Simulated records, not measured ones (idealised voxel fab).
You're looking at the process module voxel wiring stack.
Square cell edge 5 nm, section width 235 nm, ID cut.
Cross-section layout: square cells on a grid; listed as bands, top to bottom; a band spans one or more cell rows. In this notation a band is specified by the heights of its top and bottom, in that order and in nm, after which its materials appear from left to right, each paired with its width in nm. The word "throughout" attached to a single material means that material fills the band from edge to edge; the word "empty" stands for empty space. Height reference: 0 = level under which incoming wafer is all one material. Lowest band: no bottom, runs on downward, e.g. "0 -> down". Think of "30->40" as a width that walks from the first number to the second as you go down the band, top row to bottom row, taking equal-sized steps from row to row. What does "nothing different" mean for a step? It means no cell of the cross-section changed in that step. Heads up: "Fully sealed cavities" only lists the empty pockets with no open path to the top that are 8 cells or more, and it writes them as width x height at distance, distance from the left edge, in nm. Post-settings text on a step line: simulator's own remark regarding the step. "overlay nm" on a masked step: distance the mask lay right of its planned place, negative for left.

Listed below are the process steps as planned:
1,RECEIVE | material Si
2,CONFORMAL_DEP | material SiO2 | thk nm 10
3,DIRECTIONAL_DEP | material TiN | thk nm 5
4,DIRECTIONAL_DEP | material W | thk nm 20
5,PATTERN | tone cover | mask id METAL_1 | material resist | width nm 20 | pitch nm 40 | thk nm 20 | overlay nm 0
6,DIRECTIONAL_ETCH | etch materials W | depth nm 20
7,DIRECTIONAL_ETCH | etch materials TiN | depth nm 5
8,STRIP | etch materials resist
9,FILL_DEP | material lowk | thk nm 5
10,CMP | height nm 35
11,CONFORMAL_DEP | material SiCN | thk nm 5
12,DIRECTIONAL_DEP | material lowk | thk nm 30
13,PATTERN | tone open | mask id METAL_2 | material resist | width nm 20 | pitch nm 40 | thk nm 20 | overlay nm 0
14,DIRECTIONAL_ETCH | etch materials lowk | depth nm 20
15,STRIP | etch materials resist
16,MASKED_ETCH | tone open | mask id METAL_2_HOLES | width nm 15 | etch materials lowk | depth nm 10 | overlay nm 0
17,MASKED_ETCH | tone open | mask id METAL_2_HOLES | width nm 15 | etch materials SiCN | depth nm 5 | overlay nm 0
18,CONFORMAL_DEP | material TiN | thk nm 5
19,FILL_DEP | material Cu | thk nm 5
20,CMP | height nm 70
21,CONFORMAL_DEP | material SiCN | thk nm 5
22,DIRECTIONAL_DEP | material lowk | thk nm 35
23,DIRECTIONAL_DEP | material aC | thk nm 10
24,PATTERN | tone open | mask id METAL_3 | material resist | width nm 20 | pitch nm 40 | thk nm 30 | overlay nm 0
25,DIRECTIONAL_ETCH | etch materials aC | depth nm 10
26,STRIP | etch materials resist
27,DIRECTIONAL_ETCH | etch materials lowk | depth nm 20
28,STRIP | etch materials aC
29,DIRECTIONAL_DEP | material aC | thk nm 15
30,PATTERN | tone open | mask id METAL_3_HOLES | material resist | width nm 15 | thk nm 35 | overlay nm 0
31,DIRECTIONAL_ETCH | etch materials aC | depth nm 15
32,STRIP | etch materials resist
33,DIRECTIONAL_ETCH | etch materials lowk | depth nm 15
34,DIRECTIONAL_ETCH | etch materials SiCN | depth nm 5
35,STRIP | etch materials aC
36,CONFORMAL_DEP | material TiN | thk nm 5
37,FILL_DEP | material Cu | thk nm 5
38,CMP | height nm 110
39,CONFORMAL_DEP | material SiCN | thk nm 5
40,DIRECTIONAL_DEP | material lowk | thk nm 10
41,MASKED_ETCH | tone open | mask id PLUG_3 | width nm 15 | pitch nm 40 | etch materials lowk | depth nm 10 | overlay nm 0
42,MASKED_ETCH | tone open | mask id PLUG_3 | width nm 15 | pitch nm 40 | etch materials SiCN | depth nm 5 | overlay nm 0
43,EPI | material Ru | thk nm 10
44,EPI | material Ru | thk nm 5
45,CONFORMAL_DEP | material SiN | thk nm 5
46,DIRECTIONAL_DEP | material lowk | thk nm 20
47,MASKED_ETCH | tone open | mask id METAL_4 | width nm 20 | pitch nm 40 | etch materials lowk | depth nm 20 | overlay nm 0
48,MASKED_ETCH | tone open | mask id METAL_4 | width nm 20 | pitch nm 40 | etch materials SiN | depth nm 5 | overlay nm 0
49,CONFORMAL_DEP | material TiN | thk nm 5
50,FILL_DEP | material Ru | thk nm 5
51,CMP | height nm 150
52,EPI | material Ru | thk nm 5
53,FILL_DEP | material SiCN | thk nm 5

Cross-section of the wafer at receipt, which is the condition after step 1:
* 0 -> down = Si throughout
* Fully sealed cavities: none

Cross-section at module end, one run error; start and plan unchanged from above:
* 160 -> 155 = SiCN throughout
* 155 -> 150 = 80 nm SiCN / 30 nm Ru / 10 nm SiCN / 30 nm Ru / 85 nm SiCN
* 150 -> 130 = 85 nm lowk / 5 nm TiN / 10 nm Ru / 5 nm TiN / 20 nm lowk / 5 nm TiN / 10 nm Ru / 5 nm TiN / 90 nm lowk
* 130 -> 125 = 85 nm SiN / 20 nm TiN / 20 nm SiN / 20 nm TiN / 90 nm SiN
* 125 -> 115 = 85 nm lowk / 15 nm Ru / 25 nm lowk / 15 nm Ru / 95 nm lowk
* 115 -> 110 = 85 nm SiCN / 15 nm Ru / 25 nm SiCN / 15 nm Ru / 95 nm SiCN
* 110 -> 95 = 85 nm lowk / 5 nm TiN / 10 nm Cu / 5 nm TiN / 20 nm lowk / 5 nm TiN / 10 nm Cu / 5 nm TiN / 90 nm lowk
* 95 -> 90 = 85 nm lowk / 5 nm TiN / 5 nm Cu / 10 nm TiN / 20 nm lowk / 20 nm TiN / 90 nm lowk
* 90 -> 75 = 85 nm lowk / 5 nm TiN / 5 nm Cu / 5 nm TiN / 135 nm lowk
* 75 -> 70 = 85 nm SiCN / 15 nm TiN / 135 nm SiCN
* 70 -> 55 = 85 nm lowk / 5 nm TiN / 10 nm Cu / 5 nm TiN / 20 nm lowk / 5 nm TiN / 10 nm Cu / 5 nm TiN / 90 nm lowk
* 55 -> 50 = 85 nm lowk / 5 nm TiN / 5 nm Cu / 10 nm TiN / 20 nm lowk / 20 nm TiN / 90 nm lowk
* 50 -> 40 = 85 nm lowk / 5 nm TiN / 5 nm Cu / 5 nm TiN / 135 nm lowk
* 40 -> 35 = 85 nm SiCN / 15 nm TiN / 135 nm SiCN
* 35 -> 15 = 85 nm lowk / 20 nm W / 20 nm lowk / 20 nm W / 90 nm lowk
* 15 -> 5 = SiO2 throughout
* 5 -> 0 = TiN throughout
* 0 -> down = Si throughout
* Fully sealed cavities: none
The mistake made against the process plan was this: transposition of steps 2 and 3 relative to the planned sequence
